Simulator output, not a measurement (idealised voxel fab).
Process module in this document: voxel transistor to metal
This is section cut - it's 195 nm across, gridded in 5 nm square cells.
Cross-section, as written here: a square-cell grid given band by band from the top down, where a band holds one or more rows of cells. The band entry comprises the height of the band's top followed by the height of its bottom, expressed in nm, and subsequently the band's materials from left to right, each stated together with its width in nm. Where a single material is marked with the word "everywhere", that material fills the band from edge to edge. The word "air" represents empty space. Heights are reckoned from 0. Under this level, the received wafer is all of one material. The bottommost band is open-ended downward, for example "top 0, no bottom". Top row gets the first number, bottom row gets the second, and each row in between changes by the same step: that is how a band width like "30 to 40" works. The cross-section has no changed cell in any step marked "nothing was modified". "Voids, enclosed" - sealed voids, min. 8 cells, no opening to top; format: width x height at distance (distance from left edge; nm throughout). If you see something after the settings on a step's line, that's the simulator's own remark about that step. overlay nm: step with mask; distance mask lay right of planned place; negative value = left of planned place. Reading key. Pairs: pre-step and post-step cross-section, one process step apart; post-step view only to lowest changed band. Step between + settings: beneath pair. Runs: pairs may be from different runs of this module, same starting wafer. Continuation from pair above: only where "Pre-process state" entry says.
PRE-PROCESS STATE
    top 40, bottom 35 | 65 of air | 5 of SiN | 5 of air | 25 of SiCN | 5 of air | 5 of SiN | 85 of air
    top 35, bottom 25 | 65 of air | 5 of SiN | 5 of SiO2 | 25 of SiCN | 5 of SiO2 | 5 of SiN | 85 of air
    top 25, bottom -5 | 65 of air | 5 of SiN | 5 of SiO2 | 25 of polySi | 5 of SiO2 | 5 of SiN | 85 of air
    top -5, bottom -10 | 35 of air | 30 of nSi | 45 of SiO2 | 50 of nSi | 35 of air
    top -10, bottom -40 | 40 of SiO2 | 115 of Si | 40 of SiO2
    top -40, no bottom | Si everywhere
    Voids, enclosed: none
POST-STEP SECTION VIEW
    top 50, bottom 40 | SiO2 everywhere
    top 40, bottom 25 | 65 of SiO2 | 5 of SiN | 5 of SiO2 | 25 of SiCN | 5 of SiO2 | 5 of SiN | 85 of SiO2
    top 25, bottom -5 | 65 of SiO2 | 5 of SiN | 5 of SiO2 | 25 of polySi | 5 of SiO2 | 5 of SiN | 85 of SiO2
    top -5, bottom -10 | 35 of SiO2 | 30 of nSi | 45 of SiO2 | 50 of nSi | 35 of SiO2
    At heights below -10, the structure remains unaltered.
    Voids, enclosed: none
The two cross-sections above bracket this step: op FILL_DEP | material SiO2 | thk nm 10
Pre-process state: see preceding pair, after cross-section.
POST-STEP SECTION VIEW
    top 40, bottom 25 | 65 of SiO2 | 5 of SiN | 5 of SiO2 | 25 of SiCN | 5 of SiO2 | 5 of SiN | 85 of SiO2
    At heights below 25, the structure remains unaltered.
    Voids, enclosed: none
The two cross-sections above bracket this step: op CMP | height nm 40
Pre-process state: see preceding pair, after cross-section.
POST-STEP SECTION VIEW
    top 50, bottom 40 | SiO2 everywhere
    At heights below 40, the structure remains unaltered.
    Voids, enclosed: none
The two cross-sections above bracket this step: op DIRECTIONAL_DEP | material SiO2 | thk nm 10
Pre-process state: see preceding pair, after cross-section.
POST-STEP SECTION VIEW
    top 65, bottom 50 | 50 of resist | 15 of air | 65 of resist | 15 of air | 50 of resist
    At heights below 50, the structure remains unaltered.
    Voids, enclosed: none
The two cross-sections above bracket this step: op PATTERN | tone open | mask id CONTACT | material resist | width nm 15 | pitch nm 80 | thk nm 15 | overlay nm 0
Pre-process state: see preceding pair, after cross-section.
POST-STEP SECTION VIEW
    top 65, bottom 50 | 50 of resist | 15 of air | 65 of resist | 15 of air | 50 of resist
    top 50, bottom 40 | 50 of SiO2 | 15 of air | 65 of SiO2 | 15 of air | 50 of SiO2
    top 40, bottom 25 | 50 of SiO2 | 15 of air | 5 of SiN | 5 of SiO2 | 25 of SiCN | 5 of SiO2 | 5 of SiN | 20 of SiO2 | 15 of air | 50 of SiO2
    top 25, bottom -5 | 50 of SiO2 | 15 of air | 5 of SiN | 5 of SiO2 | 25 of polySi | 5 of SiO2 | 5 of SiN | 20 of SiO2 | 15 of air | 50 of SiO2
    At heights below -5, the structure remains unaltered.
    Voids, enclosed: none
The two cross-sections above bracket this step: op DIRECTIONAL_ETCH | etch materials SiO2 | depth nm 55
Pre-process state: see preceding pair, after cross-section.
POST-STEP SECTION VIEW
    top 50, bottom 40 | 50 of SiO2 | 15 of air | 65 of SiO2 | 15 of air | 50 of SiO2
    At heights below 40, the structure remains unaltered.
    Voids, enclosed: none
The two cross-sections above bracket this step: op STRIP | etch materials resist
Pre-process state: see preceding pair, after cross-section.
POST-STEP SECTION VIEW
    top 55, bottom 50 | 55 of TiN | 5 of air | 75 of TiN | 5 of air | 55 of TiN
    top 50, bottom 40 | 50 of SiO2 | 5 of TiN | 5 of air | 5 of TiN | 65 of SiO2 | 5 of TiN | 5 of air | 5 of TiN | 50 of SiO2
    top 40, bottom 25 | 50 of SiO2 | 5 of TiN | 5 of air | 5 of TiN | 5 of SiN | 5 of SiO2 | 25 of SiCN | 5 of SiO2 | 5 of SiN | 20 of SiO2 | 5 of TiN | 5 of air | 5 of TiN | 50 of SiO2
    top 25, bottom 0 | 50 of SiO2 | 5 of TiN | 5 of air | 5 of TiN | 5 of SiN | 5 of SiO2 | 25 of polySi | 5 of SiO2 | 5 of SiN | 20 of SiO2 | 5 of TiN | 5 of air | 5 of TiN | 50 of SiO2
    top 0, bottom -5 | 50 of SiO2 | 15 of TiN | 5 of SiN | 5 of SiO2 | 25 of polySi | 5 of SiO2 | 5 of SiN | 20 of SiO2 | 15 of TiN | 50 of SiO2
    At heights below -5, the structure remains unaltered.
    Voids, enclosed: none
The two cross-sections above bracket this step: op CONFORMAL_DEP | material TiN | thk nm 5
Pre-process state: see preceding pair, after cross-section.
POST-STEP SECTION VIEW
    top 65, bottom 55 | Ru everywhere
    top 55, bottom 50 | 55 of TiN | 5 of Ru | 75 of TiN | 5 of Ru | 55 of TiN
    top 50, bottom 40 | 50 of SiO2 | 5 of TiN | 5 of Ru | 5 of TiN | 65 of SiO2 | 5 of TiN | 5 of Ru | 5 of TiN | 50 of SiO2
    top 40, bottom 25 | 50 of SiO2 | 5 of TiN | 5 of Ru | 5 of TiN | 5 of SiN | 5 of SiO2 | 25 of SiCN | 5 of SiO2 | 5 of SiN | 20 of SiO2 | 5 of TiN | 5 of Ru | 5 of TiN | 50 of SiO2
    top 25, bottom 0 | 50 of SiO2 | 5 of TiN | 5 of Ru | 5 of TiN | 5 of SiN | 5 of SiO2 | 25 of polySi | 5 of SiO2 | 5 of SiN | 20 of SiO2 | 5 of TiN | 5 of Ru | 5 of TiN | 50 of SiO2
    At heights below 0, the structure remains unaltered.
    Voids, enclosed: none
The two cross-sections above bracket this step: op FILL_DEP | material Ru | thk nm 10
Pre-process state: see preceding pair, after cross-section.
POST-STEP SECTION VIEW
    top 50, bottom 40 | 50 of SiO2 | 5 of TiN | 5 of Ru | 5 of TiN | 65 of SiO2 | 5 of TiN | 5 of Ru | 5 of TiN | 50 of SiO2
    At heights below 40, the structure remains unaltered.
    Voids, enclosed: none
The two cross-sections above bracket this step: op CMP | height nm 50
Pre-process state: see preceding pair, after cross-section.
POST-STEP SECTION VIEW
    top 55, bottom 50 | SiN everywhere
    At heights below 50, the structure remains unaltered.
    Voids, enclosed: none
The two cross-sections above bracket this step: op CONFORMAL_DEP | material SiN | thk nm 5
Pre-process state: see preceding pair, after cross-section.
POST-STEP SECTION VIEW
    top 75, bottom 55 | SiO2 everywhere
    At heights below 55, the structure remains unaltered.
    Voids, enclosed: none
The two cross-sections above bracket this step: op DIRECTIONAL_DEP | material SiO2 | thk nm 20
Pre-process state: see preceding pair, after cross-section.
POST-STEP SECTION VIEW
    top 90, bottom 75 | aC everywhere
    At heights below 75, the structure remains unaltered.
    Voids, enclosed: none
The two cross-sections above bracket this step: op DIRECTIONAL_DEP | material aC | thk nm 15
Pre-process state: see preceding pair, after cross-section.
POST-STEP SECTION VIEW
    top 125, bottom 90 | 50 of resist | 15 of air | 65 of resist | 15 of air | 50 of resist
    At heights below 90, the structure remains unaltered.
    Voids, enclosed: none
The two cross-sections above bracket this step: op PATTERN | tone open | mask id METAL_1 | material resist | width nm 15 | pitch nm 80 | thk nm 35 | overlay nm 0
Pre-process state: see preceding pair, after cross-section.
POST-STEP SECTION VIEW
    top 110, bottom 90 | 50 of resist | 15 of air | 65 of resist | 15 of air | 50 of resist
    top 90, bottom 75 | 50 of aC | 15 of air | 65 of aC | 15 of air | 50 of aC
    At heights below 75, the structure remains unaltered.
    Voids, enclosed: none
The two cross-sections above bracket this step: op DIRECTIONAL_ETCH | etch materials aC | depth nm 15
Pre-process state: see preceding pair, after cross-section.
POST-STEP SECTION VIEW
    top 90, bottom 75 | 50 of aC | 15 of air | 65 of aC | 15 of air | 50 of aC
    At heights below 75, the structure remains unaltered.
    Voids, enclosed: none
The two cross-sections above bracket this step: op STRIP | etch materials resist
Pre-process state: see preceding pair, after cross-section.
POST-STEP SECTION VIEW
    top 90, bottom 75 | 50 of aC | 15 of air | 65 of aC | 15 of air | 50 of aC
    top 75, bottom 55 | 50 of SiO2 | 15 of air | 65 of SiO2 | 15 of air | 50 of SiO2
    At heights below 55, the structure remains unaltered.
    Voids, enclosed: none
The two cross-sections above bracket this step: op DIRECTIONAL_ETCH | etch materials SiO2 | depth nm 20
Pre-process state: see preceding pair, after cross-section.
POST-STEP SECTION VIEW
    top 90, bottom 75 | 50 of aC | 15 of air | 65 of aC | 15 of air | 50 of aC
    top 75, bottom 55 | 50 of SiO2 | 15 of air | 65 of SiO2 | 15 of air | 50 of SiO2
    top 55, bottom 50 | 50 of SiN | 15 of air | 65 of SiN | 15 of air | 50 of SiN
    At heights below 50, the structure remains unaltered.
    Voids, enclosed: none
The two cross-sections above bracket this step: op DIRECTIONAL_ETCH | etch materials SiN | depth nm 5
Pre-process state: see preceding pair, after cross-section.
POST-STEP SECTION VIEW
    top 75, bottom 55 | 50 of SiO2 | 15 of air | 65 of SiO2 | 15 of air | 50 of SiO2
    At heights below 55, the structure remains unaltered.
    Voids, enclosed: none
The two cross-sections above bracket this step: op STRIP | etch materials aC
Pre-process state: see preceding pair, after cross-section.
POST-STEP SECTION VIEW
    top 80, bottom 75 | 55 of TiN | 5 of air | 75 of TiN | 5 of air | 55 of TiN
    top 75, bottom 55 | 50 of SiO2 | 5 of TiN | 5 of air | 5 of TiN | 65 of SiO2 | 5 of TiN | 5 of air | 5 of TiN | 50 of SiO2
    top 55, bottom 50 | 50 of SiN | 15 of TiN | 65 of SiN | 15 of TiN | 50 of SiN
    At heights below 50, the structure remains unaltered.
    Voids, enclosed: none
The two cross-sections above bracket this step: op CONFORMAL_DEP | material TiN | thk nm 5
Pre-process state: see preceding pair, after cross-section.
POST-STEP SECTION VIEW
    top 90, bottom 80 | Cu everywhere
    top 80, bottom 75 | 55 of TiN | 5 of Cu | 75 of TiN | 5 of Cu | 55 of TiN
    top 75, bottom 55 | 50 of SiO2 | 5 of TiN | 5 of Cu | 5 of TiN | 65 of SiO2 | 5 of TiN | 5 of Cu | 5 of TiN | 50 of SiO2
    At heights below 55, the structure remains unaltered.
    Voids, enclosed: none
The two cross-sections above bracket this step: op FILL_DEP | material Cu | thk nm 10
Pre-process state: see preceding pair, after cross-section.
POST-STEP SECTION VIEW
    top 75, bottom 55 | 50 of SiO2 | 5 of TiN | 5 of Cu | 5 of TiN | 65 of SiO2 | 5 of TiN | 5 of Cu | 5 of TiN | 50 of SiO2
    At heights below 55, the structure remains unaltered.
    Voids, enclosed: none
The two cross-sections above bracket this step: op CMP | height nm 75
Pre-process state: see preceding pair, after cross-section.
POST-STEP SECTION VIEW
    top 80, bottom 75 | SiCN everywhere
    At heights below 75, the structure remains unaltered.
    Voids, enclosed: none
The two cross-sections above bracket this step: op CONFORMAL_DEP | material SiCN | thk nm 5
PRE-PROCESS STATE
    top -5, bottom -10 | SiO2 everywhere
    top -10, bottom -40 | 40 of SiO2 | 115 of Si | 40 of SiO2
    top -40, no bottom | Si everywhere
    Voids, enclosed: none
POST-STEP SECTION VIEW
    top 25, bottom -5 | SiN everywhere
    At heights below -5, the structure remains unaltered.
    Voids, enclosed: none
The two cross-sections above bracket this step: op DIRECTIONAL_DEP | material SiN | thk nm 30
Pre-process state: see preceding pair, after cross-section.
POST-STEP SECTION VIEW
    top 40, bottom 25 | SiCN everywhere
    At heights below 25, the structure remains unaltered.
    Voids, enclosed: none
The two cross-sections above bracket this step: op DIRECTIONAL_DEP | material SiCN | thk nm 15
Pre-process state: see preceding pair, after cross-section.
POST-STEP SECTION VIEW
    top 50, bottom 40 | aC everywhere
    At heights below 40, the structure remains unaltered.
    Voids, enclosed: none
The two cross-sections above bracket this step: op DIRECTIONAL_DEP | material aC | thk nm 10
Pre-process state: see preceding pair, after cross-section.
POST-STEP SECTION VIEW
    top 80, bottom 50 | 85 of air | 25 of resist | 85 of air
    At heights below 50, the structure remains unaltered.
    Voids, enclosed: none
The two cross-sections above bracket this step: op PATTERN | tone cover | mask id GATE | material resist | width nm 25 | thk nm 30 | overlay nm 0
Pre-process state: see preceding pair, after cross-section.
POST-STEP SECTION VIEW
    top 70, bottom 50 | 85 of air | 25 of resist | 85 of air
    top 50, bottom 40 | 85 of air | 25 of aC | 85 of air
    At heights below 40, the structure remains unaltered.
    Voids, enclosed: none
The two cross-sections above bracket this step: op DIRECTIONAL_ETCH | etch materials aC | depth nm 10
Pre-process state: see preceding pair, after cross-section.
POST-STEP SECTION VIEW
    top 50, bottom 40 | 85 of air | 25 of aC | 85 of air
    At heights below 40, the structure remains unaltered.
    Voids, enclosed: none
The two cross-sections above bracket this step: op STRIP | etch materials resist
Pre-process state: see preceding pair, after cross-section.
POST-STEP SECTION VIEW
    top 50, bottom 40 | 85 of air | 25 of aC | 85 of air
    top 40, bottom 25 | 85 of air | 25 of SiCN | 85 of air
    At heights below 25, the structure remains unaltered.
    Voids, enclosed: none
The two cross-sections above bracket this step: op DIRECTIONAL_ETCH | etch materials SiCN | depth nm 25
Pre-process state: see preceding pair, after cross-section.
POST-STEP SECTION VIEW
    top 40, bottom 25 | 85 of air | 25 of SiCN | 85 of air
    At heights below 25, the structure remains unaltered.
    Voids, enclosed: none
The two cross-sections above bracket this step: op STRIP | etch materials aC
Pre-process state: see preceding pair, after cross-section.
POST-STEP SECTION VIEW
    top 45, bottom 40 | 80 of air | 35 of SiO2 | 80 of air
    top 40, bottom 30 | 80 of air | 5 of SiO2 | 25 of SiCN | 5 of SiO2 | 80 of air
    top 30, bottom 25 | 85 of SiO2 | 25 of SiCN | 85 of SiO2
    At heights below 25, the structure remains unaltered.
    Voids, enclosed: none
The two cross-sections above bracket this step: op CONFORMAL_DEP | material SiO2 | thk nm 5
Pre-process state: see preceding pair, after cross-section.
POST-STEP SECTION VIEW
    top 40, bottom 25 | 80 of air | 5 of SiO2 | 25 of SiCN | 5 of SiO2 | 80 of air
    At heights below 25, the structure remains unaltered.
    Voids, enclosed: none
The two cross-sections above bracket this step: op DIRECTIONAL_ETCH | etch materials SiO2 | depth nm 5
Pre-process state: see preceding pair, after cross-section.
POST-STEP SECTION VIEW
    top 45, bottom 40 | 75 of air | 45 of SiN | 75 of air
    top 40, bottom 30 | 75 of air | 5 of SiN | 5 of SiO2 | 25 of SiCN | 5 of SiO2 | 5 of SiN | 75 of air
    top 30, bottom 25 | 80 of SiN | 5 of SiO2 | 25 of SiCN | 5 of SiO2 | 80 of SiN
    At heights below 25, the structure remains unaltered.
    Voids, enclosed: none
The two cross-sections above bracket this step: op CONFORMAL_DEP | material SiN | thk nm 5
Pre-process state: see preceding pair, after cross-section.
POST-STEP SECTION VIEW
    top 40, bottom 25 | 75 of air | 5 of SiN | 5 of SiO2 | 25 of SiCN | 5 of SiO2 | 5 of SiN | 75 of air
    At heights below 25, the structure remains unaltered.
    Voids, enclosed: none
The two cross-sections above bracket this step: op DIRECTIONAL_ETCH | etch materials SiN | depth nm 5
Pre-process state: see preceding pair, after cross-section.
POST-STEP SECTION VIEW
    top 40, bottom 35 | 75 of air | 5 of SiN | 5 of air | 25 of SiCN | 5 of air | 5 of SiN | 75 of air
    At heights below 35, the structure remains unaltered.
    Voids, enclosed: none
The two cross-sections above bracket this step: op DIRECTIONAL_ETCH | etch materials SiO2 | depth nm 5
Pre-process state: see preceding pair, after cross-section.
POST-STEP SECTION VIEW
    top 50, bottom 40 | SiO2 everywhere
    top 40, bottom 25 | 75 of SiO2 | 5 of SiN | 5 of SiO2 | 25 of SiCN | 5 of SiO2 | 5 of SiN | 75 of SiO2
    At heights below 25, the structure remains unaltered.
    Voids, enclosed: none
The two cross-sections above bracket this step: op FILL_DEP | material SiO2 | thk nm 10
Pre-process state: see preceding pair, after cross-section.
POST-STEP SECTION VIEW
    top 40, bottom 25 | 75 of SiO2 | 5 of SiN | 5 of SiO2 | 25 of SiCN | 5 of SiO2 | 5 of SiN | 75 of SiO2
    At heights below 25, the structure remains unaltered.
    Voids, enclosed: none
The two cross-sections above bracket this step: op CMP | height nm 40
Pre-process state: see preceding pair, after cross-section.
POST-STEP SECTION VIEW
    top 50, bottom 40 | SiO2 everywhere
    At heights below 40, the structure remains unaltered.
    Voids, enclosed: none
The two cross-sections above bracket this step: op DIRECTIONAL_DEP | material SiO2 | thk nm 10
Pre-process state: see preceding pair, after cross-section.
POST-STEP SECTION VIEW
    top 65, bottom 50 | 50 of resist | 15 of air | 65 of resist | 15 of air | 50 of resist
    At heights below 50, the structure remains unaltered.
    Voids, enclosed: none
The two cross-sections above bracket this step: op PATTERN | tone open | mask id CONTACT | material resist | width nm 15 | pitch nm 80 | thk nm 15 | overlay nm 0
Pre-process state: see preceding pair, after cross-section.
POST-STEP SECTION VIEW
    top 65, bottom 50 | 50 of resist | 15 of air | 65 of resist | 15 of air | 50 of resist
    top 50, bottom 40 | 50 of SiO2 | 15 of air | 65 of SiO2 | 15 of air | 50 of SiO2
    top 40, bottom 25 | 50 of SiO2 | 15 of air | 10 of SiO2 | 5 of SiN | 5 of SiO2 | 25 of SiCN | 5 of SiO2 | 5 of SiN | 10 of SiO2 | 15 of air | 50 of SiO2
    At heights below 25, the structure remains unaltered.
    Voids, enclosed: none
The two cross-sections above bracket this step: op DIRECTIONAL_ETCH | etch materials SiO2 | depth nm 55
Pre-process state: see preceding pair, after cross-section.
POST-STEP SECTION VIEW
    top 50, bottom 40 | 50 of SiO2 | 15 of air | 65 of SiO2 | 15 of air | 50 of SiO2
    At heights below 40, the structure remains unaltered.
    Voids, enclosed: none
The two cross-sections above bracket this step: op STRIP | etch materials resist
Pre-process state: see preceding pair, after cross-section.
POST-STEP SECTION VIEW
    top 55, bottom 50 | 55 of TiN | 5 of air | 75 of TiN | 5 of air | 55 of TiN
    top 50, bottom 40 | 50 of SiO2 | 5 of TiN | 5 of air | 5 of TiN | 65 of SiO2 | 5 of TiN | 5 of air | 5 of TiN | 50 of SiO2
    top 40, bottom 30 | 50 of SiO2 | 5 of TiN | 5 of air | 5 of TiN | 10 of SiO2 | 5 of SiN | 5 of SiO2 | 25 of SiCN | 5 of SiO2 | 5 of SiN | 10 of SiO2 | 5 of TiN | 5 of air | 5 of TiN | 50 of SiO2
    top 30, bottom 25 | 50 of SiO2 | 15 of TiN | 10 of SiO2 | 5 of SiN | 5 of SiO2 | 25 of SiCN | 5 of SiO2 | 5 of SiN | 10 of SiO2 | 15 of TiN | 50 of SiO2
    At heights below 25, the structure remains unaltered.
    Voids, enclosed: none
The two cross-sections above bracket this step: op CONFORMAL_DEP | material TiN | thk nm 5
Pre-process state: see preceding pair, after cross-section.
POST-STEP SECTION VIEW
    top 65, bottom 55 | Ru everywhere
    top 55, bottom 50 | 55 of TiN | 5 of Ru | 75 of TiN | 5 of Ru | 55 of TiN
    top 50, bottom 40 | 50 of SiO2 | 5 of TiN | 5 of Ru | 5 of TiN | 65 of SiO2 | 5 of TiN | 5 of Ru | 5 of TiN | 50 of SiO2
    top 40, bottom 30 | 50 of SiO2 | 5 of TiN | 5 of Ru | 5 of TiN | 10 of SiO2 | 5 of SiN | 5 of SiO2 | 25 of SiCN | 5 of SiO2 | 5 of SiN | 10 of SiO2 | 5 of TiN | 5 of Ru | 5 of TiN | 50 of SiO2
    At heights below 30, the structure remains unaltered.
    Voids, enclosed: none
The two cross-sections above bracket this step: op FILL_DEP | material Ru | thk nm 10
Pre-process state: see preceding pair, after cross-section.
POST-STEP SECTION VIEW
    top 50, bottom 40 | 50 of SiO2 | 5 of TiN | 5 of Ru | 5 of TiN | 65 of SiO2 | 5 of TiN | 5 of Ru | 5 of TiN | 50 of SiO2
    At heights below 40, the structure remains unaltered.
    Voids, enclosed: none
The two cross-sections above bracket this step: op CMP | height nm 50
Pre-process state: see preceding pair, after cross-section.
POST-STEP SECTION VIEW
    top 55, bottom 50 | SiN everywhere
    At heights below 50, the structure remains unaltered.
    Voids, enclosed: none
The two cross-sections above bracket this step: op CONFORMAL_DEP | material SiN | thk nm 5
Pre-process state: see preceding pair, after cross-section.
POST-STEP SECTION VIEW
    top 75, bottom 55 | SiO2 everywhere
    At heights below 55, the structure remains unaltered.
    Voids, enclosed: none
The two cross-sections above bracket this step: op DIRECTIONAL_DEP | material SiO2 | thk nm 20
Pre-process state: see preceding pair, after cross-section.
POST-STEP SECTION VIEW
    top 90, bottom 75 | aC everywhere
    At heights below 75, the structure remains unaltered.
    Voids, enclosed: none
The two cross-sections above bracket this step: op DIRECTIONAL_DEP | material aC | thk nm 15
Pre-process state: see preceding pair, after cross-section.
POST-STEP SECTION VIEW
    top 125, bottom 90 | 50 of resist | 15 of air | 65 of resist | 15 of air | 50 of resist
    At heights below 90, the structure remains unaltered.
    Voids, enclosed: none
The two cross-sections above bracket this step: op PATTERN | tone open | mask id METAL_1 | material resist | width nm 15 | pitch nm 80 | thk nm 35 | overlay nm 0
Pre-process state: see preceding pair, after cross-section.
POST-STEP SECTION VIEW
    top 110, bottom 90 | 50 of resist | 15 of air | 65 of resist | 15 of air | 50 of resist
    top 90, bottom 75 | 50 of aC | 15 of air | 65 of aC | 15 of air | 50 of aC
    At heights below 75, the structure remains unaltered.
    Voids, enclosed: none
The two cross-sections above bracket this step: op DIRECTIONAL_ETCH | etch materials aC | depth nm 15
Pre-process state: see preceding pair, after cross-section.
POST-STEP SECTION VIEW
    top 90, bottom 75 | 50 of aC | 15 of air | 65 of aC | 15 of air | 50 of aC
    At heights below 75, the structure remains unaltered.
    Voids, enclosed: none
The two cross-sections above bracket this step: op STRIP | etch materials resist
Pre-process state: see preceding pair, after cross-section.
POST-STEP SECTION VIEW
    top 90, bottom 75 | 50 of aC | 15 of air | 65 of aC | 15 of air | 50 of aC
    top 75, bottom 55 | 50 of SiO2 | 15 of air | 65 of SiO2 | 15 of air | 50 of SiO2
    At heights below 55, the structure remains unaltered.
    Voids, enclosed: none
The two cross-sections above bracket this step: op DIRECTIONAL_ETCH | etch materials SiO2 | depth nm 20
Pre-process state: see preceding pair, after cross-section.
POST-STEP SECTION VIEW
    top 90, bottom 75 | 50 of aC | 15 of air | 65 of aC | 15 of air | 50 of aC
    top 75, bottom 55 | 50 of SiO2 | 15 of air | 65 of SiO2 | 15 of air | 50 of SiO2
    top 55, bottom 50 | 50 of SiN | 15 of air | 65 of SiN | 15 of air | 50 of SiN
    At heights below 50, the structure remains unaltered.
    Voids, enclosed: none
The two cross-sections above bracket this step: op DIRECTIONAL_ETCH | etch materials SiN | depth nm 5
Pre-process state: see preceding pair, after cross-section.
POST-STEP SECTION VIEW
    top 75, bottom 55 | 50 of SiO2 | 15 of air | 65 of SiO2 | 15 of air | 50 of SiO2
    At heights below 55, the structure remains unaltered.
    Voids, enclosed: none
The two cross-sections above bracket this step: op STRIP | etch materials aC
Pre-process state: see preceding pair, after cross-section.
POST-STEP SECTION VIEW
    top 80, bottom 75 | 55 of TiN | 5 of air | 75 of TiN | 5 of air | 55 of TiN
    top 75, bottom 55 | 50 of SiO2 | 5 of TiN | 5 of air | 5 of TiN | 65 of SiO2 | 5 of TiN | 5 of air | 5 of TiN | 50 of SiO2
    top 55, bottom 50 | 50 of SiN | 15 of TiN | 65 of SiN | 15 of TiN | 50 of SiN
    At heights below 50, the structure remains unaltered.
    Voids, enclosed: none
The two cross-sections above bracket this step: op CONFORMAL_DEP | material TiN | thk nm 5
Pre-process state: see preceding pair, after cross-section.
POST-STEP SECTION VIEW
    top 90, bottom 80 | Cu everywhere
    top 80, bottom 75 | 55 of TiN | 5 of Cu | 75 of TiN | 5 of Cu | 55 of TiN
    top 75, bottom 55 | 50 of SiO2 | 5 of TiN | 5 of Cu | 5 of TiN | 65 of SiO2 | 5 of TiN | 5 of Cu | 5 of TiN | 50 of SiO2
    At heights below 55, the structure remains unaltered.
    Voids, enclosed: none
The two cross-sections above bracket this step: op FILL_DEP | material Cu | thk nm 10
Pre-process state: see preceding pair, after cross-section.
POST-STEP SECTION VIEW
    top 75, bottom 55 | 50 of SiO2 | 5 of TiN | 5 of Cu | 5 of TiN | 65 of SiO2 | 5 of TiN | 5 of Cu | 5 of TiN | 50 of SiO2
    At heights below 55, the structure remains unaltered.
    Voids, enclosed: none
The two cross-sections above bracket this step: op CMP | height nm 75
Pre-process state: see preceding pair, after cross-section.
POST-STEP SECTION VIEW
    top 80, bottom 75 | SiCN everywhere
    At heights below 75, the structure remains unaltered.
    Voids, enclosed: none
The two cross-sections above bracket this step: op CONFORMAL_DEP | material SiCN | thk nm 5
PRE-PROCESS STATE
    top 50, bottom 40 | SiO2 everywhere
    top 40, bottom 25 | 75 of SiO2 | 5 of SiN | 5 of SiO2 | 25 of SiCN | 5 of SiO2 | 5 of SiN | 75 of SiO2
    top 25, bottom -5 | 75 of SiO2 | 5 of SiN | 5 of SiO2 | 25 of polySi | 5 of SiO2 | 5 of SiN | 75 of SiO2
    top -5, bottom -10 | 35 of SiO2 | 40 of nSi | 45 of SiO2 | 40 of nSi | 35 of SiO2
    top -10, bottom -40 | 40 of SiO2 | 115 of Si | 40 of SiO2
    top -40, no bottom | Si everywhere
    Voids, enclosed: none
POST-STEP SECTION VIEW
    top 65, bottom 50 | 50 of air | 15 of resist | 65 of air | 15 of resist | 50 of air
    At heights below 50, the structure remains unaltered.
    Voids, enclosed: none
The two cross-sections above bracket this step: op PATTERN | tone cover | mask id CONTACT | material resist | width nm 15 | pitch nm 80 | thk nm 15 | overlay nm 0
Pre-process state: see preceding pair, after cross-section.
POST-STEP SECTION VIEW
    top 65, bottom 50 | 50 of air | 15 of resist | 65 of air | 15 of resist | 50 of air
    top 50, bottom 40 | 50 of air | 15 of SiO2 | 65 of air | 15 of SiO2 | 50 of air
    top 40, bottom 25 | 50 of air | 15 of SiO2 | 10 of air | 5 of SiN | 5 of air | 25 of SiCN | 5 of air | 5 of SiN | 10 of air | 15 of SiO2 | 50 of air
    top 25, bottom -5 | 50 of air | 15 of SiO2 | 10 of air | 5 of SiN | 5 of air | 25 of polySi | 5 of air | 5 of SiN | 10 of air | 15 of SiO2 | 50 of air
    At heights below -5, the structure remains unaltered.
    Voids, enclosed: none
The two cross-sections above bracket this step: op DIRECTIONAL_ETCH | etch materials SiO2 | depth nm 55
Pre-process state: see preceding pair, after cross-section.
POST-STEP SECTION VIEW
    top 50, bottom 40 | 50 of air | 15 of SiO2 | 65 of air | 15 of SiO2 | 50 of air
    At heights below 40, the structure remains unaltered.
    Voids, enclosed: none
The two cross-sections above bracket this step: op STRIP | etch materials resist
Pre-process state: see preceding pair, after cross-section.
POST-STEP SECTION VIEW
    top 55, bottom 50 | 45 of air | 25 of TiN | 55 of air | 25 of TiN | 45 of air
    top 50, bottom 45 | 45 of air | 5 of TiN | 15 of SiO2 | 5 of TiN | 55 of air | 5 of TiN | 15 of SiO2 | 5 of TiN | 45 of air
    top 45, bottom 40 | 45 of air | 5 of TiN | 15 of SiO2 | 65 of TiN | 15 of SiO2 | 5 of TiN | 45 of air
    top 40, bottom 25 | 45 of air | 5 of TiN | 15 of SiO2 | 10 of TiN | 5 of SiN | 5 of TiN | 25 of SiCN | 5 of TiN | 5 of SiN | 10 of TiN | 15 of SiO2 | 5 of TiN | 45 of air
    top 25, bottom 0 | 45 of air | 5 of TiN | 15 of SiO2 | 10 of TiN | 5 of SiN | 5 of TiN | 25 of polySi | 5 of TiN | 5 of SiN | 10 of TiN | 15 of SiO2 | 5 of TiN | 45 of air
    top 0, bottom -5 | 50 of TiN | 15 of SiO2 | 10 of TiN | 5 of SiN | 5 of TiN | 25 of polySi | 5 of TiN | 5 of SiN | 10 of TiN | 15 of SiO2 | 50 of TiN
    At heights below -5, the structure remains unaltered.
    Voids, enclosed: none
The two cross-sections above bracket this step: op CONFORMAL_DEP | material TiN | thk nm 5
Pre-process state: see preceding pair, after cross-section.
POST-STEP SECTION VIEW
    top 65, bottom 55 | Ru everywhere
    top 55, bottom 50 | 45 of Ru | 25 of TiN | 55 of Ru | 25 of TiN | 45 of Ru
    top 50, bottom 45 | 45 of Ru | 5 of TiN | 15 of SiO2 | 5 of TiN | 55 of Ru | 5 of TiN | 15 of SiO2 | 5 of TiN | 45 of Ru
    top 45, bottom 40 | 45 of Ru | 5 of TiN | 15 of SiO2 | 65 of TiN | 15 of SiO2 | 5 of TiN | 45 of Ru
    top 40, bottom 25 | 45 of Ru | 5 of TiN | 15 of SiO2 | 10 of TiN | 5 of SiN | 5 of TiN | 25 of SiCN | 5 of TiN | 5 of SiN | 10 of TiN | 15 of SiO2 | 5 of TiN | 45 of Ru
    top 25, bottom 0 | 45 of Ru | 5 of TiN | 15 of SiO2 | 10 of TiN | 5 of SiN | 5 of TiN | 25 of polySi | 5 of TiN | 5 of SiN | 10 of TiN | 15 of SiO2 | 5 of TiN | 45 of Ru
    At heights below 0, the structure remains unaltered.
    Voids, enclosed: none
The two cross-sections above bracket this step: op FILL_DEP | material Ru | thk nm 10
Pre-process state: see preceding pair, after cross-section.
POST-STEP SECTION VIEW
    top 50, bottom 45 | 45 of Ru | 5 of TiN | 15 of SiO2 | 5 of TiN | 55 of Ru | 5 of TiN | 15 of SiO2 | 5 of TiN | 45 of Ru
    At heights below 45, the structure remains unaltered.
    Voids, enclosed: none
The two cross-sections above bracket this step: op CMP | height nm 50
Pre-process state: see preceding pair, after cross-section.
POST-STEP SECTION VIEW
    top 55, bottom 50 | SiN everywhere
    At heights below 50, the structure remains unaltered.
    Voids, enclosed: none
The two cross-sections above bracket this step: op CONFORMAL_DEP | material SiN | thk nm 5
